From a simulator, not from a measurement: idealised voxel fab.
voxel transistor to metal: a process module
Square cells of 5 nm make up the cross-section cut, whose width is 185 nm.
Think of the cross-section as a grid of square cells. We describe it in bands, top to bottom, and each band covers one or more rows of those cells. For a band, the entry starts with two heights in nm, that of the top and then that of the bottom, and carries on with the band's materials in order from left to right, each alongside its width in nm; the word "throughout" beside a single material means it fills the band edge to edge, and "blank" means empty space. All heights in this document are referenced to 0, defined as the level beneath which the wafer, as received, consists entirely of one material. The lowest band is not bounded below; it extends indefinitely downward and is written in the form "0 -> down". The two numbers in a width such as "30->40" mark its ends across the band: the first belongs to the top row of cells, the second to the bottom row, and from each row to the next the width moves by the same amount. The cross-section has no changed cell in any step marked "left unchanged". If an empty space has no open way to the top and is at least 8 cells in size, "Trapped voids" lists it, written width x height at distance, where distance is measured from the left edge and every value is in nm. On a step's line, text after the settings is the simulator commenting on that step. Each step line may optionally specify "overlay nm", which for a step with a mask gives the rightward distance between the mask's planned place and where it lay, a negative value indicating the leftward direction.
The following list gives the planned process steps:
| 1 | RECEIVE,material Si |
| 2 | CONFORMAL_DEP,material SiO2,thk nm 5 |
| 3 | CONFORMAL_DEP,material SiN,thk nm 10 |
| 4 | DIRECTIONAL_DEP,material aC,thk nm 10 |
| 5 | PATTERN,tone cover,mask id ACTIVE,material resist,width nm 125,thk nm 30,overlay nm 0 |
| 6 | DIRECTIONAL_ETCH,etch materials aC,depth nm 10 |
| 7 | STRIP,etch materials resist |
| 8 | DIRECTIONAL_ETCH,etch materials SiN,depth nm 10 |
| 9 | DIRECTIONAL_ETCH,etch materials SiO2,depth nm 5 |
| 10 | DIRECTIONAL_ETCH,etch materials Si,depth nm 20 |
| 11 | STRIP,etch materials aC |
| 12 | FILL_DEP,material SiO2,thk nm 10 |
| 13 | CMP,height nm 15 |
| 14 | SELECTIVE_ETCH,etch materials SiO2,depth nm 5 |
| 15 | STRIP,etch materials SiN |
| 16 | SELECTIVE_ETCH,etch materials SiO2,depth nm 5 |
| 17 | OXIDIZE,depth nm 5 |
| 18 | DIRECTIONAL_DEP,material polySi,thk nm 30 |
| 19 | DIRECTIONAL_DEP,material SiCN,thk nm 10 |
| 20 | MASKED_ETCH,tone cover,mask id GATE,width nm 35,etch materials SiCN,depth nm 20,overlay nm 0 |
| 21 | MASKED_ETCH,tone cover,mask id GATE,width nm 35,etch materials polySi,depth nm 40,overlay nm 0 |
| 22 | CONFORMAL_DEP,material SiN,thk nm 10 |
| 23 | DIRECTIONAL_ETCH,etch materials SiN,depth nm 10 |
| 24 | DIRECTIONAL_ETCH,etch materials SiO2,depth nm 5 |
| 25 | DIRECTIONAL_ETCH,etch materials Si,depth nm 5 |
| 26 | EPI,material SiGe,thk nm 5 |
| 27 | FILL_DEP,material SiO2,thk nm 5 |
| 28 | CMP,height nm 30 |
| 29 | STRIP,etch materials polySi |
| 30 | SELECTIVE_ETCH,etch materials SiO2,depth nm 5 |
| 31 | CONFORMAL_DEP,material HfO2,thk nm 5 |
| 32 | CONFORMAL_DEP,material TiN,thk nm 5 |
| 33 | FILL_DEP,material W,thk nm 5 |
| 34 | CMP,height nm 25 |
| 35 | DIRECTIONAL_DEP,material SiO2,thk nm 15 |
| 36 | MASKED_ETCH,tone open,mask id CONTACT,width nm 20,pitch nm 95,etch materials SiO2,depth nm 45,overlay nm 0 |
| 37 | CONFORMAL_DEP,material TiN,thk nm 5 |
| 38 | FILL_DEP,material Ru,thk nm 5 |
| 39 | CMP,height nm 40 |
| 40 | CONFORMAL_DEP,material SiN,thk nm 5 |
| 41 | DIRECTIONAL_DEP,material SiO2,thk nm 15 |
| 42 | PATTERN,tone open,mask id METAL_1,material resist,width nm 20,pitch nm 95,thk nm 15,overlay nm 0 |
| 43 | DIRECTIONAL_ETCH,etch materials SiO2,depth nm 15 |
| 44 | DIRECTIONAL_ETCH,etch materials SiN,depth nm 5 |
| 45 | STRIP,etch materials resist |
| 46 | CONFORMAL_DEP,material TiN,thk nm 5 |
| 47 | FILL_DEP,material Cu,thk nm 10 |
| 48 | CMP,height nm 60 |
| 49 | CONFORMAL_DEP,material SiN,thk nm 5 |
The following pertains to the first of two wafers, which was processed as planned:
Cross-section, incoming material, after step 1:
* 0 -> down: Si throughout
* Trapped voids: none
State of the wafer after step 2, shown in cross-section:
* 5 -> 0: SiO2 throughout
* Below 0, no change.
State of the wafer after step 3, shown in cross-section:
* 15 -> 5: SiN throughout
* Below 5, no change.
State of the wafer after step 4, shown in cross-section:
* 25 -> 15: aC throughout
* Below 15, no change.
State of the wafer after step 5, shown in cross-section:
* 55 -> 25: blank (30), then resist (125), then blank (30)
* Below 25, no change.
State of the wafer after step 6, shown in cross-section:
* 45 -> 25: blank (30), then resist (125), then blank (30)
* 25 -> 15: blank (30), then aC (125), then blank (30)
* Below 15, no change.
State of the wafer after step 7, shown in cross-section:
* 25 -> 15: blank (30), then aC (125), then blank (30)
* Below 15, no change.
State of the wafer after step 8, shown in cross-section:
* 25 -> 15: blank (30), then aC (125), then blank (30)
* 15 -> 5: blank (30), then SiN (125), then blank (30)
* Below 5, no change.
State of the wafer after step 9, shown in cross-section:
* 25 -> 15: blank (30), then aC (125), then blank (30)
* 15 -> 5: blank (30), then SiN (125), then blank (30)
* 5 -> 0: blank (30), then SiO2 (125), then blank (30)
* Below 0, no change.
State of the wafer after step 10, shown in cross-section:
* 25 -> 15: blank (30), then aC (125), then blank (30)
* 15 -> 5: blank (30), then SiN (125), then blank (30)
* 5 -> 0: blank (30), then SiO2 (125), then blank (30)
* 0 -> -20: blank (30), then Si (125), then blank (30)
* Below -20, no change.
State of the wafer after step 11, shown in cross-section:
* 15 -> 5: blank (30), then SiN (125), then blank (30)
* Below 5, no change.
State of the wafer after step 12, shown in cross-section:
* 25 -> 15: SiO2 throughout
* 15 -> 5: SiO2 (30), then SiN (125), then SiO2 (30)
* 5 -> 0: SiO2 throughout
* 0 -> -20: SiO2 (30), then Si (125), then SiO2 (30)
* Below -20, no change.
State of the wafer after step 13, shown in cross-section:
* 15 -> 5: SiO2 (30), then SiN (125), then SiO2 (30)
* Below 5, no change.
State of the wafer after step 14, shown in cross-section:
* 15 -> 10: blank (30), then SiN (125), then blank (30)
* Below 10, no change.
State of the wafer after step 15, shown in cross-section:
* 10 -> 5: SiO2 (30), then blank (125), then SiO2 (30)
* Below 5, no change.
State of the wafer after step 16, shown in cross-section:
* 5 -> 0: SiO2 (25), then blank (135), then SiO2 (25)
* Below 0, no change.
State of the wafer after step 17, shown in cross-section:
* 5 -> 0: SiO2 (25), then blank (135), then SiO2 (25)
* 0 -> -5: SiO2 throughout
* Below -5, no change.
State of the wafer after step 18, shown in cross-section:
* 35 -> 30: polySi (25), then blank (135), then polySi (25)
* 30 -> 5: polySi throughout
* 5 -> 0: SiO2 (25), then polySi (135), then SiO2 (25)
* Below 0, no change.
State of the wafer after step 19, shown in cross-section:
* 45 -> 40: SiCN (25), then blank (135), then SiCN (25)
* 40 -> 35: SiCN throughout
* 35 -> 30: polySi (25), then SiCN (135), then polySi (25)
* Below 30, no change.
State of the wafer after step 20, shown in cross-section:
* 40 -> 35: blank (75), then SiCN (35), then blank (75)
* 35 -> 30: polySi (25), then blank (50), then SiCN (35), then blank (50), then polySi (25)
* Below 30, no change.
State of the wafer after step 21, shown in cross-section:
* 40 -> 30: blank (75), then SiCN (35), then blank (75)
* 30 -> 5: blank (75), then polySi (35), then blank (75)
* 5 -> 0: SiO2 (25), then blank (50), then polySi (35), then blank (50), then SiO2 (25)
* Below 0, no change.
State of the wafer after step 22, shown in cross-section:
* 50 -> 40: blank (65), then SiN (55), then blank (65)
* 40 -> 30: blank (65), then SiN (10), then SiCN (35), then SiN (10), then blank (65)
* 30 -> 15: blank (65), then SiN (10), then polySi (35), then SiN (10), then blank (65)
* 15 -> 10: SiN (35), then blank (30), then SiN (10), then polySi (35), then SiN (10), then blank (30), then SiN (35)
* 10 -> 5: SiN (75), then polySi (35), then SiN (75)
* 5 -> 0: SiO2 (25), then SiN (50), then polySi (35), then SiN (50), then SiO2 (25)
* Below 0, no change.
State of the wafer after step 23, shown in cross-section:
* 40 -> 30: blank (65), then SiN (10), then SiCN (35), then SiN (10), then blank (65)
* 30 -> 5: blank (65), then SiN (10), then polySi (35), then SiN (10), then blank (65)
* 5 -> 0: SiO2 (25), then SiN (10), then blank (30), then SiN (10), then polySi (35), then SiN (10), then blank (30), then SiN (10), then SiO2 (25)
* Below 0, no change.
State of the wafer after step 24, shown in cross-section:
* 40 -> 30: blank (65), then SiN (10), then SiCN (35), then SiN (10), then blank (65)
* 30 -> 5: blank (65), then SiN (10), then polySi (35), then SiN (10), then blank (65)
* 5 -> 0: blank (25), then SiN (10), then blank (30), then SiN (10), then polySi (35), then SiN (10), then blank (30), then SiN (10), then blank (25)
* 0 -> -5: SiO2 (35), then blank (30), then SiO2 (55), then blank (30), then SiO2 (35)
* Below -5, no change.
State of the wafer after step 25, shown in cross-section:
* 40 -> 30: blank (65), then SiN (10), then SiCN (35), then SiN (10), then blank (65)
* 30 -> 5: blank (65), then SiN (10), then polySi (35), then SiN (10), then blank (65)
* 5 -> 0: blank (25), then SiN (10), then blank (30), then SiN (10), then polySi (35), then SiN (10), then blank (30), then SiN (10), then blank (25)
* 0 -> -5: SiO2 (35), then blank (30), then SiO2 (55), then blank (30), then SiO2 (35)
* -5 -> -10: SiO2 (30), then Si (5), then blank (30), then Si (55), then blank (30), then Si (5), then SiO2 (30)
* Below -10, no change.
State of the wafer after step 26, shown in cross-section:
* 40 -> 30: blank (65), then SiN (10), then SiCN (35), then SiN (10), then blank (65)
* 30 -> 5: blank (65), then SiN (10), then polySi (35), then SiN (10), then blank (65)
* 5 -> 0: blank (25), then SiN (10), then blank (30), then SiN (10), then polySi (35), then SiN (10), then blank (30), then SiN (10), then blank (25)
* 0 -> -5: SiO2 (35), then SiGe (5), then blank (20), then SiGe (5), then SiO2 (55), then SiGe (5), then blank (20), then SiGe (5), then SiO2 (35)
* -5 -> -10: SiO2 (30), then Si (5), then SiGe (30), then Si (55), then SiGe (30), then Si (5), then SiO2 (30)
* Below -10, no change.
State of the wafer after step 27, shown in cross-section:
* 45 -> 40: SiO2 throughout
* 40 -> 30: SiO2 (65), then SiN (10), then SiCN (35), then SiN (10), then SiO2 (65)
* 30 -> 5: SiO2 (65), then SiN (10), then polySi (35), then SiN (10), then SiO2 (65)
* 5 -> 0: SiO2 (25), then SiN (10), then SiO2 (30), then SiN (10), then polySi (35), then SiN (10), then SiO2 (30), then SiN (10), then SiO2 (25)
* 0 -> -5: SiO2 (35), then SiGe (5), then SiO2 (20), then SiGe (5), then SiO2 (55), then SiGe (5), then SiO2 (20), then SiGe (5), then SiO2 (35)
* Below -5, no change.
State of the wafer after step 28, shown in cross-section:
* 30 -> 5: SiO2 (65), then SiN (10), then polySi (35), then SiN (10), then SiO2 (65)
* Below 5, no change.
State of the wafer after step 29, shown in cross-section:
* 30 -> 5: SiO2 (65), then SiN (10), then blank (35), then SiN (10), then SiO2 (65)
* 5 -> 0: SiO2 (25), then SiN (10), then SiO2 (30), then SiN (10), then blank (35), then SiN (10), then SiO2 (30), then SiN (10), then SiO2 (25)
* Below 0, no change.
State of the wafer after step 30, shown in cross-section:
* 30 -> 25: blank (65), then SiN (10), then blank (35), then SiN (10), then blank (65)
* 25 -> 5: SiO2 (65), then SiN (10), then blank (35), then SiN (10), then SiO2 (65)
* 5 -> 0: SiO2 (25), then SiN (10), then SiO2 (30), then SiN (10), then blank (35), then SiN (10), then SiO2 (30), then SiN (10), then SiO2 (25)
* 0 -> -5: SiO2 (35), then SiGe (5), then SiO2 (20), then SiGe (5), then SiO2 (5), then blank (45), then SiO2 (5), then SiGe (5), then SiO2 (20), then SiGe (5), then SiO2 (35)
* Below -5, no change.
State of the wafer after step 31, shown in cross-section:
* 35 -> 30: blank (60), then HfO2 (20), then blank (25), then HfO2 (20), then blank (60)
* 30 -> 25: HfO2 (65), then SiN (10), then HfO2 (5), then blank (25), then HfO2 (5), then SiN (10), then HfO2 (65)
* 25 -> 5: SiO2 (65), then SiN (10), then HfO2 (5), then blank (25), then HfO2 (5), then SiN (10), then SiO2 (65)
* 5 -> 0: SiO2 (25), then SiN (10), then SiO2 (30), then SiN (10), then HfO2 (5), then blank (25), then HfO2 (5), then SiN (10), then SiO2 (30), then SiN (10), then SiO2 (25)
* 0 -> -5: SiO2 (35), then SiGe (5), then SiO2 (20), then SiGe (5), then SiO2 (5), then HfO2 (45), then SiO2 (5), then SiGe (5), then SiO2 (20), then SiGe (5), then SiO2 (35)
* Below -5, no change.
State of the wafer after step 32, shown in cross-section:
* 40 -> 35: blank (55), then TiN (30), then blank (15), then TiN (30), then blank (55)
* 35 -> 30: TiN (60), then HfO2 (20), then TiN (5), then blank (15), then TiN (5), then HfO2 (20), then TiN (60)
* 30 -> 25: HfO2 (65), then SiN (10), then HfO2 (5), then TiN (5), then blank (15), then TiN (5), then HfO2 (5), then SiN (10), then HfO2 (65)
* 25 -> 5: SiO2 (65), then SiN (10), then HfO2 (5), then TiN (5), then blank (15), then TiN (5), then HfO2 (5), then SiN (10), then SiO2 (65)
* 5 -> 0: SiO2 (25), then SiN (10), then SiO2 (30), then SiN (10), then HfO2 (5), then TiN (25), then HfO2 (5), then SiN (10), then SiO2 (30), then SiN (10), then SiO2 (25)
* Below 0, no change.
State of the wafer after step 33, shown in cross-section:
* 45 -> 40: W throughout
* 40 -> 35: W (55), then TiN (30), then W (15), then TiN (30), then W (55)
* 35 -> 30: TiN (60), then HfO2 (20), then TiN (5), then W (15), then TiN (5), then HfO2 (20), then TiN (60)
* 30 -> 25: HfO2 (65), then SiN (10), then HfO2 (5), then TiN (5), then W (15), then TiN (5), then HfO2 (5), then SiN (10), then HfO2 (65)
* 25 -> 5: SiO2 (65), then SiN (10), then HfO2 (5), then TiN (5), then W (15), then TiN (5), then HfO2 (5), then SiN (10), then SiO2 (65)
* Below 5, no change.
State of the wafer after step 34, shown in cross-section:
* 25 -> 5: SiO2 (65), then SiN (10), then HfO2 (5), then TiN (5), then W (15), then TiN (5), then HfO2 (5), then SiN (10), then SiO2 (65)
* Below 5, no change.
State of the wafer after step 35, shown in cross-section:
* 40 -> 25: SiO2 throughout
* Below 25, no change.
State of the wafer after step 36, shown in cross-section:
* 40 -> 25: SiO2 (35), then blank (20), then SiO2 (75), then blank (20), then SiO2 (35)
* 25 -> 5: SiO2 (35), then blank (20), then SiO2 (10), then SiN (10), then HfO2 (5), then TiN (5), then W (15), then TiN (5), then HfO2 (5), then SiN (10), then SiO2 (10), then blank (20), then SiO2 (35)
* 5 -> 0: SiO2 (25), then SiN (10), then blank (20), then SiO2 (10), then SiN (10), then HfO2 (5), then TiN (25), then HfO2 (5), then SiN (10), then SiO2 (10), then blank (20), then SiN (10), then SiO2 (25)
* 0 -> -5: SiO2 (35), then SiGe (5), then blank (15), then SiO2 (5), then SiGe (5), then SiO2 (5), then HfO2 (45), then SiO2 (5), then SiGe (5), then SiO2 (5), then blank (15), then SiGe (5), then SiO2 (35)
* Below -5, no change.
State of the wafer after step 37, shown in cross-section:
* 45 -> 40: TiN (40), then blank (10), then TiN (85), then blank (10), then TiN (40)
* 40 -> 25: SiO2 (35), then TiN (5), then blank (10), then TiN (5), then SiO2 (75), then TiN (5), then blank (10), then TiN (5), then SiO2 (35)
* 25 -> 5: SiO2 (35), then TiN (5), then blank (10), then TiN (5), then SiO2 (10), then SiN (10), then HfO2 (5), then TiN (5), then W (15), then TiN (5), then HfO2 (5), then SiN (10), then SiO2 (10), then TiN (5), then blank (10), then TiN (5), then SiO2 (35)
* 5 -> 0: SiO2 (25), then SiN (10), then TiN (10), then blank (5), then TiN (5), then SiO2 (10), then SiN (10), then HfO2 (5), then TiN (25), then HfO2 (5), then SiN (10), then SiO2 (10), then TiN (5), then blank (5), then TiN (10), then SiN (10), then SiO2 (25)
* 0 -> -5: SiO2 (35), then SiGe (5), then TiN (15), then SiO2 (5), then SiGe (5), then SiO2 (5), then HfO2 (45), then SiO2 (5), then SiGe (5), then SiO2 (5), then TiN (15), then SiGe (5), then SiO2 (35)
* Below -5, no change.
State of the wafer after step 38, shown in cross-section:
* 50 -> 45: Ru throughout
* 45 -> 40: TiN (40), then Ru (10), then TiN (85), then Ru (10), then TiN (40)
* 40 -> 25: SiO2 (35), then TiN (5), then Ru (10), then TiN (5), then SiO2 (75), then TiN (5), then Ru (10), then TiN (5), then SiO2 (35)
* 25 -> 5: SiO2 (35), then TiN (5), then Ru (10), then TiN (5), then SiO2 (10), then SiN (10), then HfO2 (5), then TiN (5), then W (15), then TiN (5), then HfO2 (5), then SiN (10), then SiO2 (10), then TiN (5), then Ru (10), then TiN (5), then SiO2 (35)
* 5 -> 0: SiO2 (25), then SiN (10), then TiN (10), then Ru (5), then TiN (5), then SiO2 (10), then SiN (10), then HfO2 (5), then TiN (25), then HfO2 (5), then SiN (10), then SiO2 (10), then TiN (5), then Ru (5), then TiN (10), then SiN (10), then SiO2 (25)
* Below 0, no change.
State of the wafer after step 39, shown in cross-section:
* 40 -> 25: SiO2 (35), then TiN (5), then Ru (10), then TiN (5), then SiO2 (75), then TiN (5), then Ru (10), then TiN (5), then SiO2 (35)
* Below 25, no change.
State of the wafer after step 40, shown in cross-section:
* 45 -> 40: SiN throughout
* Below 40, no change.
State of the wafer after step 41, shown in cross-section:
* 60 -> 45: SiO2 throughout
* Below 45, no change.
State of the wafer after step 42, shown in cross-section:
* 75 -> 60: resist (35), then blank (20), then resist (75), then blank (20), then resist (35)
* Below 60, no change.
State of the wafer after step 43, shown in cross-section:
* 75 -> 60: resist (35), then blank (20), then resist (75), then blank (20), then resist (35)
* 60 -> 45: SiO2 (35), then blank (20), then SiO2 (75), then blank (20), then SiO2 (35)
* Below 45, no change.
State of the wafer after step 44, shown in cross-section:
* 75 -> 60: resist (35), then blank (20), then resist (75), then blank (20), then resist (35)
* 60 -> 45: SiO2 (35), then blank (20), then SiO2 (75), then blank (20), then SiO2 (35)
* 45 -> 40: SiN (35), then blank (20), then SiN (75), then blank (20), then SiN (35)
* Below 40, no change.
State of the wafer after step 45, shown in cross-section:
* 60 -> 45: SiO2 (35), then blank (20), then SiO2 (75), then blank (20), then SiO2 (35)
* Below 45, no change.
State of the wafer after step 46, shown in cross-section:
* 65 -> 60: TiN (40), then blank (10), then TiN (85), then blank (10), then TiN (40)
* 60 -> 45: SiO2 (35), then TiN (5), then blank (10), then TiN (5), then SiO2 (75), then TiN (5), then blank (10), then TiN (5), then SiO2 (35)
* 45 -> 40: SiN (35), then TiN (20), then SiN (75), then TiN (20), then SiN (35)
* Below 40, no change.
State of the wafer after step 47, shown in cross-section:
* 75 -> 65: Cu throughout
* 65 -> 60: TiN (40), then Cu (10), then TiN (85), then Cu (10), then TiN (40)
* 60 -> 45: SiO2 (35), then TiN (5), then Cu (10), then TiN (5), then SiO2 (75), then TiN (5), then Cu (10), then TiN (5), then SiO2 (35)
* Below 45, no change.
State of the wafer after step 48, shown in cross-section:
* 60 -> 45: SiO2 (35), then TiN (5), then Cu (10), then TiN (5), then SiO2 (75), then TiN (5), then Cu (10), then TiN (5), then SiO2 (35)
* Below 45, no change.
State of the wafer after step 49, shown in cross-section:
* 65 -> 60: SiN throughout
* Below 60, no change.
Here the second wafer is described. Its start and its plan were those of the first wafer. Its run contained one mistake. Up to and including step 22, it did exactly what the first wafer did:
Cross-sectional view of the second wafer at the intended end time of process step 23:
* 45 -> 40: blank (65), then SiN (55), then blank (65)
* 40 -> 30: blank (65), then SiN (10), then SiCN (35), then SiN (10), then blank (65)
* 30 -> 10: blank (65), then SiN (10), then polySi (35), then SiN (10), then blank (65)
* 10 -> 5: SiN (35), then blank (30), then SiN (10), then polySi (35), then SiN (10), then blank (30), then SiN (35)
* Below 5, no change.
Cross-sectional view of the second wafer at the intended end time of process step 24: left unchanged
Cross-sectional view of the second wafer at the intended end time of process step 25: left unchanged
Cross-sectional view of the second wafer at the intended end time of process step 26: left unchanged
Cross-sectional view of the second wafer at the intended end time of process step 27:
* 50 -> 45: SiO2 throughout
* 45 -> 40: SiO2 (65), then SiN (55), then SiO2 (65)
* 40 -> 30: SiO2 (65), then SiN (10), then SiCN (35), then SiN (10), then SiO2 (65)
* 30 -> 10: SiO2 (65), then SiN (10), then polySi (35), then SiN (10), then SiO2 (65)
* 10 -> 5: SiN (35), then SiO2 (30), then SiN (10), then polySi (35), then SiN (10), then SiO2 (30), then SiN (35)
* Below 5, no change.
Cross-sectional view of the second wafer at the intended end time of process step 28:
* 30 -> 10: SiO2 (65), then SiN (10), then polySi (35), then SiN (10), then SiO2 (65)
* Below 10, no change.
Cross-sectional view of the second wafer at the intended end time of process step 29:
* 30 -> 10: SiO2 (65), then SiN (10), then blank (35), then SiN (10), then SiO2 (65)
* 10 -> 5: SiN (35), then SiO2 (30), then SiN (10), then blank (35), then SiN (10), then SiO2 (30), then SiN (35)
* 5 -> 0: SiO2 (25), then SiN (50), then blank (35), then SiN (50), then SiO2 (25)
* Below 0, no change.
Cross-sectional view of the second wafer at the intended end time of process step 30:
* 30 -> 25: blank (65), then SiN (10), then blank (35), then SiN (10), then blank (65)
* 25 -> 10: SiO2 (65), then SiN (10), then blank (35), then SiN (10), then SiO2 (65)
* 10 -> 5: SiN (35), then SiO2 (30), then SiN (10), then blank (35), then SiN (10), then SiO2 (30), then SiN (35)
* 5 -> 0: SiO2 (25), then SiN (50), then blank (35), then SiN (50), then SiO2 (25)
* 0 -> -5: SiO2 (70), then blank (45), then SiO2 (70)
* Below -5, no change.
Cross-sectional view of the second wafer at the intended end time of process step 31:
* 35 -> 30: blank (60), then HfO2 (20), then blank (25), then HfO2 (20), then blank (60)
* 30 -> 25: HfO2 (65), then SiN (10), then HfO2 (5), then blank (25), then HfO2 (5), then SiN (10), then HfO2 (65)
* 25 -> 10: SiO2 (65), then SiN (10), then HfO2 (5), then blank (25), then HfO2 (5), then SiN (10), then SiO2 (65)
* 10 -> 5: SiN (35), then SiO2 (30), then SiN (10), then HfO2 (5), then blank (25), then HfO2 (5), then SiN (10), then SiO2 (30), then SiN (35)
* 5 -> 0: SiO2 (25), then SiN (50), then HfO2 (5), then blank (25), then HfO2 (5), then SiN (50), then SiO2 (25)
* 0 -> -5: SiO2 (70), then HfO2 (45), then SiO2 (70)
* Below -5, no change.
Cross-sectional view of the second wafer at the intended end time of process step 32:
* 40 -> 35: blank (55), then TiN (30), then blank (15), then TiN (30), then blank (55)
* 35 -> 30: TiN (60), then HfO2 (20), then TiN (5), then blank (15), then TiN (5), then HfO2 (20), then TiN (60)
* 30 -> 25: HfO2 (65), then SiN (10), then HfO2 (5), then TiN (5), then blank (15), then TiN (5), then HfO2 (5), then SiN (10), then HfO2 (65)
* 25 -> 10: SiO2 (65), then SiN (10), then HfO2 (5), then TiN (5), then blank (15), then TiN (5), then HfO2 (5), then SiN (10), then SiO2 (65)
* 10 -> 5: SiN (35), then SiO2 (30), then SiN (10), then HfO2 (5), then TiN (5), then blank (15), then TiN (5), then HfO2 (5), then SiN (10), then SiO2 (30), then SiN (35)
* 5 -> 0: SiO2 (25), then SiN (50), then HfO2 (5), then TiN (25), then HfO2 (5), then SiN (50), then SiO2 (25)
* Below 0, no change.
Cross-sectional view of the second wafer at the intended end time of process step 33:
* 45 -> 40: W throughout
* 40 -> 35: W (55), then TiN (30), then W (15), then TiN (30), then W (55)
* 35 -> 30: TiN (60), then HfO2 (20), then TiN (5), then W (15), then TiN (5), then HfO2 (20), then TiN (60)
* 30 -> 25: HfO2 (65), then SiN (10), then HfO2 (5), then TiN (5), then W (15), then TiN (5), then HfO2 (5), then SiN (10), then HfO2 (65)
* 25 -> 10: SiO2 (65), then SiN (10), then HfO2 (5), then TiN (5), then W (15), then TiN (5), then HfO2 (5), then SiN (10), then SiO2 (65)
* 10 -> 5: SiN (35), then SiO2 (30), then SiN (10), then HfO2 (5), then TiN (5), then W (15), then TiN (5), then HfO2 (5), then SiN (10), then SiO2 (30), then SiN (35)
* Below 5, no change.
Cross-sectional view of the second wafer at the intended end time of process step 34:
* 25 -> 10: SiO2 (65), then SiN (10), then HfO2 (5), then TiN (5), then W (15), then TiN (5), then HfO2 (5), then SiN (10), then SiO2 (65)
* Below 10, no change.
Cross-sectional view of the second wafer at the intended end time of process step 35:
* 40 -> 25: SiO2 throughout
* Below 25, no change.
Cross-sectional view of the second wafer at the intended end time of process step 36:
* 40 -> 25: SiO2 (35), then blank (20), then SiO2 (75), then blank (20), then SiO2 (35)
* 25 -> 10: SiO2 (35), then blank (20), then SiO2 (10), then SiN (10), then HfO2 (5), then TiN (5), then W (15), then TiN (5), then HfO2 (5), then SiN (10), then SiO2 (10), then blank (20), then SiO2 (35)
* 10 -> 5: SiN (35), then blank (20), then SiO2 (10), then SiN (10), then HfO2 (5), then TiN (5), then W (15), then TiN (5), then HfO2 (5), then SiN (10), then SiO2 (10), then blank (20), then SiN (35)
* Below 5, no change.
Cross-sectional view of the second wafer at the intended end time of process step 37:
* 45 -> 40: TiN (40), then blank (10), then TiN (85), then blank (10), then TiN (40)
* 40 -> 25: SiO2 (35), then TiN (5), then blank (10), then TiN (5), then SiO2 (75), then TiN (5), then blank (10), then TiN (5), then SiO2 (35)
* 25 -> 10: SiO2 (35), then TiN (5), then blank (10), then TiN (5), then SiO2 (10), then SiN (10), then HfO2 (5), then TiN (5), then W (15), then TiN (5), then HfO2 (5), then SiN (10), then SiO2 (10), then TiN (5), then blank (10), then TiN (5), then SiO2 (35)
* 10 -> 5: SiN (35), then TiN (20), then SiO2 (10), then SiN (10), then HfO2 (5), then TiN (5), then W (15), then TiN (5), then HfO2 (5), then SiN (10), then SiO2 (10), then TiN (20), then SiN (35)
* Below 5, no change.
Cross-sectional view of the second wafer at the intended end time of process step 38:
* 50 -> 45: Ru throughout
* 45 -> 40: TiN (40), then Ru (10), then TiN (85), then Ru (10), then TiN (40)
* 40 -> 25: SiO2 (35), then TiN (5), then Ru (10), then TiN (5), then SiO2 (75), then TiN (5), then Ru (10), then TiN (5), then SiO2 (35)
* 25 -> 10: SiO2 (35), then TiN (5), then Ru (10), then TiN (5), then SiO2 (10), then SiN (10), then HfO2 (5), then TiN (5), then W (15), then TiN (5), then HfO2 (5), then SiN (10), then SiO2 (10), then TiN (5), then Ru (10), then TiN (5), then SiO2 (35)
* Below 10, no change.
Cross-sectional view of the second wafer at the intended end time of process step 39:
* 40 -> 25: SiO2 (35), then TiN (5), then Ru (10), then TiN (5), then SiO2 (75), then TiN (5), then Ru (10), then TiN (5), then SiO2 (35)
* Below 25, no change.
Cross-sectional view of the second wafer at the intended end time of process step 40:
* 45 -> 40: SiN throughout
* Below 40, no change.
Cross-sectional view of the second wafer at the intended end time of process step 41:
* 60 -> 45: SiO2 throughout
* Below 45, no change.
Cross-sectional view of the second wafer at the intended end time of process step 42:
* 75 -> 60: resist (35), then blank (20), then resist (75), then blank (20), then resist (35)
* Below 60, no change.
Cross-sectional view of the second wafer at the intended end time of process step 43:
* 75 -> 60: resist (35), then blank (20), then resist (75), then blank (20), then resist (35)
* 60 -> 45: SiO2 (35), then blank (20), then SiO2 (75), then blank (20), then SiO2 (35)
* Below 45, no change.
Cross-sectional view of the second wafer at the intended end time of process step 44:
* 75 -> 60: resist (35), then blank (20), then resist (75), then blank (20), then resist (35)
* 60 -> 45: SiO2 (35), then blank (20), then SiO2 (75), then blank (20), then SiO2 (35)
* 45 -> 40: SiN (35), then blank (20), then SiN (75), then blank (20), then SiN (35)
* Below 40, no change.
Cross-sectional view of the second wafer at the intended end time of process step 45:
* 60 -> 45: SiO2 (35), then blank (20), then SiO2 (75), then blank (20), then SiO2 (35)
* Below 45, no change.
Cross-sectional view of the second wafer at the intended end time of process step 46:
* 65 -> 60: TiN (40), then blank (10), then TiN (85), then blank (10), then TiN (40)
* 60 -> 45: SiO2 (35), then TiN (5), then blank (10), then TiN (5), then SiO2 (75), then TiN (5), then blank (10), then TiN (5), then SiO2 (35)
* 45 -> 40: SiN (35), then TiN (20), then SiN (75), then TiN (20), then SiN (35)
* Below 40, no change.
Cross-sectional view of the second wafer at the intended end time of process step 47:
* 75 -> 65: Cu throughout
* 65 -> 60: TiN (40), then Cu (10), then TiN (85), then Cu (10), then TiN (40)
* 60 -> 45: SiO2 (35), then TiN (5), then Cu (10), then TiN (5), then SiO2 (75), then TiN (5), then Cu (10), then TiN (5), then SiO2 (35)
* Below 45, no change.
Cross-sectional view of the second wafer at the intended end time of process step 48:
* 60 -> 45: SiO2 (35), then TiN (5), then Cu (10), then TiN (5), then SiO2 (75), then TiN (5), then Cu (10), then TiN (5), then SiO2 (35)
* Below 45, no change.
Cross-sectional view of the second wafer at the intended end time of process step 49:
* 65 -> 60: SiN throughout
* Below 60, no change.
The mistake made against the process plan was this: contrary to plan, step 23 was performed as DIRECTIONAL_ETCH,etch materials SiN,depth nm 5
Per the end-of-run cell counts, the second wafer holds more or fewer of some materials than the first: Ru: 6 fewer | Si: 12 more | SiGe: 16 fewer | SiN: 26 more | SiO2: 8 fewer | TiN: 8 fewer
